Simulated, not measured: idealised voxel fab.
process module | voxel quadruple lines
cross-section cut | 190 nm wide | cells 5 nm
A cross-section is a grid of square cells, given in bands from the top down. A band is one or more rows of cells.
Each band's line starts with the height of the band's top and of its bottom, in nm. Then come its materials from left to right, each with its width in nm. One material with "throughout" fills the band from edge to edge. "air" is empty space.
Height 0 is the level under which the wafer as received is all one material. The lowest band goes on downwards, as in "0 down".
A width such as "30 to 40" changes by the same amount from each row of cells to the next, from the band's top row to its bottom row.
"no change" after a step means that no cell of the cross-section changed.
closed voids: empty space of 8 cells or more with no open way to the top, each as width x height at its distance from the left edge, in nm
after a step's settings: what the simulator itself notes on the step
overlay nm, on a step with a mask: how far to the right of its planned place the mask lay; to the left if negative
plan
1 op RECEIVE | material Si
2 op CONFORMAL_DEP | material SiO2 | thk nm 5
3 op DIRECTIONAL_DEP | material Ru | thk nm 10
4 op DIRECTIONAL_DEP | material polySi | thk nm 15
5 op DIRECTIONAL_DEP | material aC | thk nm 25
6 op PATTERN | tone cover | mask id MANDREL | material resist | width nm 30 | thk nm 30 | overlay nm 0
7 op DIRECTIONAL_ETCH | etch materials aC | depth nm 25
8 op STRIP | etch materials resist
9 op CONFORMAL_DEP | material SiO2 | thk nm 10
10 op DIRECTIONAL_ETCH | etch materials SiO2 | depth nm 10
11 op STRIP | etch materials aC
12 op DIRECTIONAL_ETCH | etch materials polySi | depth nm 15
13 op STRIP | etch materials SiO2
14 op CONFORMAL_DEP | material SiCN | thk nm 5
15 op DIRECTIONAL_ETCH | etch materials SiCN | depth nm 10
16 op STRIP | etch materials polySi
17 op DIRECTIONAL_ETCH | etch materials Ru | depth nm 10
18 op STRIP | etch materials SiCN
varied across the wafers: thk nm of step 14. The plan shows the first wafer's value. All wafers start alike
first wafer as received, after step 1
  0 down: Si throughout
  closed voids: none
first wafer at the end, after step 18
  15 to 5: air 65 | Ru 5 | air 10 | Ru 5 | air 20 | Ru 5 | air 10 | Ru 5 | air 65
  5 to 0: SiO2 throughout
  0 down: Si throughout
  closed voids: none
last wafer at the end
  30 to 15: air 70 | polySi 10 | air 30 | polySi 10 | air 70
  15 to 5: Ru throughout
  5 to 0: SiO2 throughout
  0 down: Si throughout
  closed voids: none
each wafer at the end: cells of each material gained (+) or lost (-) since it was received, then its closed voids
thk nm 5 | +8 Ru | +38 SiO2 | closed voids: none
thk nm 10 | +16 Ru | +38 SiO2 | closed voids: none
thk nm 15 | +76 Ru | +38 SiO2 | +12 polySi | closed voids: none
thk nm 20 | +76 Ru | +38 SiO2 | +12 polySi | closed voids: none
thk nm 25 | +76 Ru | +38 SiO2 | +12 polySi | closed voids: none
